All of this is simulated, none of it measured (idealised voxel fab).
process module | voxel ribs on slabs
cross-section cut | 225 nm wide | cells 5 nm
A cross-section is a grid of square cells, given in bands from the top down. A band is one or more rows of cells.
Each band's line starts with the height of the band's top and of its bottom, in nm. Then come its materials from left to right, each with its width in nm. One material with "throughout" fills the band from edge to edge. "air" is empty space.
Height 0 is the level under which the wafer as received is all one material. The lowest band goes on downwards, as in "0 down".
A width such as "30 to 40" changes by the same amount from each row of cells to the next, from the band's top row to its bottom row.
"no change" after a step means that no cell of the cross-section changed.
closed voids: empty space of 8 cells or more with no open way to the top, each as width x height at its distance from the left edge, in nm
after a step's settings: what the simulator itself notes on the step
overlay nm, on a step with a mask: how far to the right of its planned place the mask lay; to the left if negative
plan
1 op RECEIVE | material Si
2 op DIRECTIONAL_DEP | material SiO2 | thk nm 25
3 op DIRECTIONAL_DEP | material polySi | thk nm 20
4 op PATTERN | tone cover | mask id RIB | material resist | width nm 15 | thk nm 20 | overlay nm 0
5 op DIRECTIONAL_ETCH | etch materials polySi | depth nm 15
6 op STRIP | etch materials resist
7 op MASKED_ETCH | tone cover | mask id SLAB | width nm 65 | etch materials polySi | depth nm 5 | overlay nm 0
8 op FILL_DEP | material SiO2 | thk nm 20
9 op CMP | height nm 55
10 op DIRECTIONAL_DEP | material W | thk nm 10
11 op PATTERN | tone cover | mask id HEATER | material resist | width nm 25 | thk nm 15 | overlay nm 0
12 op DIRECTIONAL_ETCH | etch materials W | depth nm 10
13 op STRIP | etch materials resist
14 op CONFORMAL_DEP | material SiN | thk nm 10
as received, after step 1
  0 down: Si throughout
  closed voids: none
first wafer at the end, as planned
  75 to 65: air 90 | SiN 45 | air 90
  65 to 55: SiN 100 | W 25 | SiN 100
  55 to 45: SiO2 throughout
  45 to 30: SiO2 105 | polySi 15 | SiO2 105
  30 to 25: SiO2 80 | polySi 65 | SiO2 80
  25 to 0: SiO2 throughout
  0 down: Si throughout
  closed voids: none
second wafer at the end: like start, like plan, one mistake
  75 to 65: air 90 | SiN 45 | air 90
  65 to 55: SiN 100 | W 25 | SiN 100
  55 to 45: SiN throughout
  45 to 30: SiN 105 | polySi 15 | SiN 105
  30 to 25: SiN 80 | polySi 65 | SiN 80
  25 to 0: SiO2 throughout
  0 down: Si throughout
  closed voids: none
what went wrong: step 8 ran as: op FILL_DEP | material SiN | thk nm 20
at the end the second wafer has, in cells: 248 more of SiN | 248 fewer of SiO2
